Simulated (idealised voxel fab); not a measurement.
process module | voxel wiring stack
cross-section cut | 300 nm wide | cells 5 nm
A cross-section is a grid of square cells, given in bands from the top down. A band is one or more rows of cells.
Each band's line starts with the height of the band's top and of its bottom, in nm. Then come its materials from left to right, each with its width in nm. One material with "throughout" fills the band from edge to edge. "air" is empty space.
Height 0 is the level under which the wafer as received is all one material. The lowest band goes on downwards, as in "0 down".
A width such as "30 to 40" changes by the same amount from each row of cells to the next, from the band's top row to its bottom row.
"no change" after a step means that no cell of the cross-section changed.
closed voids: empty space of 8 cells or more with no open way to the top, each as width x height at its distance from the left edge, in nm
after a step's settings: what the simulator itself notes on the step
overlay nm, on a step with a mask: how far to the right of its planned place the mask lay; to the left if negative
plan
1 op RECEIVE | material Si
2 op CONFORMAL_DEP | material SiO2 | thk nm 10
3 op DIRECTIONAL_DEP | material TiN | thk nm 5
4 op DIRECTIONAL_DEP | material W | thk nm 15
5 op PATTERN | tone cover | mask id METAL_1 | material resist | width nm 30 | pitch nm 50 | thk nm 20 | overlay nm 0
6 op DIRECTIONAL_ETCH | etch materials W | depth nm 15
7 op DIRECTIONAL_ETCH | etch materials TiN | depth nm 5
8 op STRIP | etch materials resist
9 op FILL_DEP | material lowk | thk nm 10
10 op CMP | height nm 30
11 op CONFORMAL_DEP | material SiCN | thk nm 5
12 op DIRECTIONAL_DEP | material lowk | thk nm 10
13 op PATTERN | tone open | mask id PLUG_1 | material resist | width nm 15 | pitch nm 50 | thk nm 20 | overlay nm 0
14 op DIRECTIONAL_ETCH | etch materials lowk | depth nm 10
15 op DIRECTIONAL_ETCH | etch materials SiCN | depth nm 5
16 op STRIP | etch materials resist
17 op EPI | material Ru | thk nm 10
18 op EPI | material Ru | thk nm 5
19 op CONFORMAL_DEP | material SiCN | thk nm 5
20 op DIRECTIONAL_DEP | material SiO2 | thk nm 15
21 op DIRECTIONAL_DEP | material aC | thk nm 10
22 op PATTERN | tone open | mask id METAL_2 | material resist | width nm 30 | pitch nm 50 | thk nm 30 | overlay nm 0
23 op DIRECTIONAL_ETCH | etch materials aC | depth nm 10
24 op STRIP | etch materials resist
25 op DIRECTIONAL_ETCH | etch materials SiO2 | depth nm 15
26 op DIRECTIONAL_ETCH | etch materials SiCN | depth nm 5
27 op STRIP | etch materials aC
28 op CONFORMAL_DEP | material TiN | thk nm 5
29 op FILL_DEP | material Ru | thk nm 10
30 op CMP | height nm 65
31 op EPI | material Ru | thk nm 5
32 op FILL_DEP | material SiCN | thk nm 5
as received, after step 1
  0 down: Si throughout
  closed voids: none
a wafer at the end: this start, this plan, one mistake
  75 to 70: SiCN throughout
  70 to 65: SiCN 80 | Ru 40 | SiCN 10 | Ru 40 | SiCN 10 | Ru 40 | SiCN 80
  65 to 50: SiO2 85 | TiN 5 | Ru 20 | TiN 5 | SiO2 20 | TiN 5 | Ru 20 | TiN 5 | SiO2 20 | TiN 5 | Ru 20 | TiN 5 | SiO2 85
  50 to 45: SiCN 85 | TiN 30 | SiCN 20 | TiN 30 | SiCN 20 | TiN 30 | SiCN 85
  45 to 35: lowk 85 | SiCN 5 | TiN 5 | SiCN 5 | lowk 35 | SiCN 5 | TiN 5 | SiCN 5 | lowk 35 | SiCN 5 | TiN 5 | SiCN 5 | lowk 100
  35 to 30: SiCN 90 | TiN 5 | SiCN 45 | TiN 5 | SiCN 45 | TiN 5 | SiCN 105
  30 to 15: W 85 | lowk 30 | W 20 | lowk 30 | W 20 | lowk 30 | W 85
  15 to 10: TiN 85 | lowk 30 | TiN 20 | lowk 30 | TiN 20 | lowk 30 | TiN 85
  10 to 0: SiO2 throughout
  0 down: Si throughout
  closed voids: none
what went wrong: step 5 ran as: op PATTERN | tone open | mask id METAL_1 | material resist | width nm 30 | pitch nm 50 | thk nm 20 | overlay nm 0
